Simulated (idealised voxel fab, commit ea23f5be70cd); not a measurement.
process module | voxel tone inversion
cross-section cut | 300 nm wide | cells 5 nm
A cross-section is a grid of square cells, given in bands from the top down. A band is one or more rows of cells.
Each band's line starts with the height of the band's top and of its bottom, in nm. Then come its materials from left to right, each with its width in nm. One material with "throughout" fills the band from edge to edge. "air" is empty space.
Height 0 is the level under which the wafer as received is all one material. The lowest band goes on downwards, as in "0 down".
A width such as "30 to 40" changes by the same amount from each row of cells to the next, from the band's top row to its bottom row.
"no change" after a step means that no cell of the cross-section changed.
closed voids: empty space of 8 cells or more with no open way to the top, each as width x height at its distance from the left edge, in nm
after a step's settings: what the simulator itself notes on the step
overlay nm, on a step with a mask: how far to the right of its planned place the mask lay; to the left if negative
plan
1 op RECEIVE | material Si
2 op CONFORMAL_DEP | material SiCN | thk nm 5
3 op DIRECTIONAL_DEP | material polySi | thk nm 15
4 op PATTERN | tone cover | mask id POSTS | material resist | width nm 20 | pitch nm 40 | thk nm 25 | overlay nm 0
5 op DIRECTIONAL_ETCH | etch materials polySi | depth nm 15
6 op STRIP | etch materials resist
7 op FILL_DEP | material SiO2 | thk nm 5
8 op CMP | height nm 20
9 op STRIP | etch materials polySi
as received, after step 1
  0 down: Si throughout
  closed voids: none
first wafer at the end, as planned
  20 to 5: SiO2 120 | air 20 | SiO2 20 | air 20 | SiO2 120
  5 to 0: SiCN throughout
  0 down: Si throughout
  closed voids: none
second wafer at the end: like start, like plan, one mistake
  20 to 15: SiCN throughout
  15 to 0: polySi throughout
  0 down: Si throughout
  closed voids: none
what went wrong: steps 2 and 3 were swapped
at the end the second wafer has, in cells: 156 fewer of SiO2 | 180 more of polySi
